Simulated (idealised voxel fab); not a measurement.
The document below concerns the process module designated voxel self aligned contacts.
Square cells of 5 nm make up the cross-section cut, whose width is 280 nm.
A cross-section in this document is a grid of square cells, and it is written down as bands, the top band listed before the ones below it; a band is made up of one or more rows of cells. What a band's entry tells you: where the top is and where the bottom is, as heights in nm, and after that what lies inside, material by material from left to right, each with its width in nm. Empty space is written as the word "blank", and a single material marked with the word "everywhere" occupies the band from edge to edge. Where do heights start? At 0: under that level the wafer as delivered is made of one material only. And the lowest band has no floor; it just carries on downward, as in "top 0, no bottom". Per-row width for "30..40": begins at first number (top row of band), ends at second number (bottom row), increment between rows held constant. "identical to before", as given for a step, is the statement that not any cell of the cross-section underwent a change during that step. Entry "Voids lacking openings". Content: empty spaces with no open connection to the top, size 8 cells or greater. Each: width x height at distance. Distance: from left edge. Unit: nm. Anything after a step's settings on that line? It's the simulator's own note about the step. overlay nm: where the mask lay relative to plan, measured to the right, on steps with a mask; negatives go left.
## Below is the list of planned process steps
1: op RECEIVE | material Si
2: op CONFORMAL_DEP | material SiO2 | thk nm 5
3: op DIRECTIONAL_DEP | material polySi | thk nm 20
4: op DIRECTIONAL_DEP | material SiN | thk nm 20
5: op MASKED_ETCH | tone cover | mask id GATE | width nm 30 | pitch nm 65 | etch materials SiN | depth nm 20 | overlay nm 0
6: op MASKED_ETCH | tone cover | mask id GATE | width nm 30 | pitch nm 65 | etch materials polySi | depth nm 20 | overlay nm 0
7: op CONFORMAL_DEP | material SiN | thk nm 10
8: op DIRECTIONAL_ETCH | etch materials SiN | depth nm 10
9: op FILL_DEP | material SiO2 | thk nm 15
10: op CMP | height nm 50
11: op PATTERN | tone open | mask id CONTACT | material resist | width nm 45 | pitch nm 65 | thk nm 15 | overlay nm 0
12: op DIRECTIONAL_ETCH | etch materials SiO2 | depth nm 50
13: op STRIP | etch materials resist
14: op CONFORMAL_DEP | material TiN | thk nm 5
15: op FILL_DEP | material Ru | thk nm 10
16: op CMP | height nm 50
17: op CONFORMAL_DEP | material SiN | thk nm 5
## Cross-sectional view of the wafer in its as-received condition, corresponding to the state after step 1
top 0, no bottom | Si everywhere
Voids lacking openings: none
## The plan above was carried out on the starting structure above with one mistake, and this cross-section shows the wafer at the end of the module
top 55, bottom 50 | SiN everywhere
top 50, bottom 45 | SiO2 85 nm, then TiN 20 nm, then Ru 5 nm, then TiN 20 nm, then SiO2 20 nm, then TiN 20 nm, then Ru 5 nm, then TiN 20 nm, then SiO2 85 nm
top 45, bottom 25 | SiO2 50 nm, then SiN 50 nm, then TiN 5 nm, then Ru 5 nm, then TiN 5 nm, then SiN 50 nm, then TiN 5 nm, then Ru 5 nm, then TiN 5 nm, then SiN 50 nm, then SiO2 50 nm
top 25, bottom 20 | SiO2 50 nm, then SiN 10 nm, then polySi 30 nm, then SiN 10 nm, then TiN 5 nm, then Ru 5 nm, then TiN 5 nm, then SiN 10 nm, then polySi 30 nm, then SiN 10 nm, then TiN 5 nm, then Ru 5 nm, then TiN 5 nm, then SiN 10 nm, then polySi 30 nm, then SiN 10 nm, then SiO2 50 nm
top 20, bottom 15 | SiO2 50 nm, then SiN 10 nm, then polySi 30 nm, then SiN 10 nm, then TiN 15 nm, then SiN 10 nm, then polySi 30 nm, then SiN 10 nm, then TiN 15 nm, then SiN 10 nm, then polySi 30 nm, then SiN 10 nm, then SiO2 50 nm
top 15, bottom 5 | SiN 60 nm, then polySi 30 nm, then SiN 35 nm, then polySi 30 nm, then SiN 35 nm, then polySi 30 nm, then SiN 60 nm
top 5, bottom 0 | SiO2 everywhere
top 0, no bottom | Si everywhere
Voids lacking openings: none
Here's what went sideways: steps 7 and 8 swapped
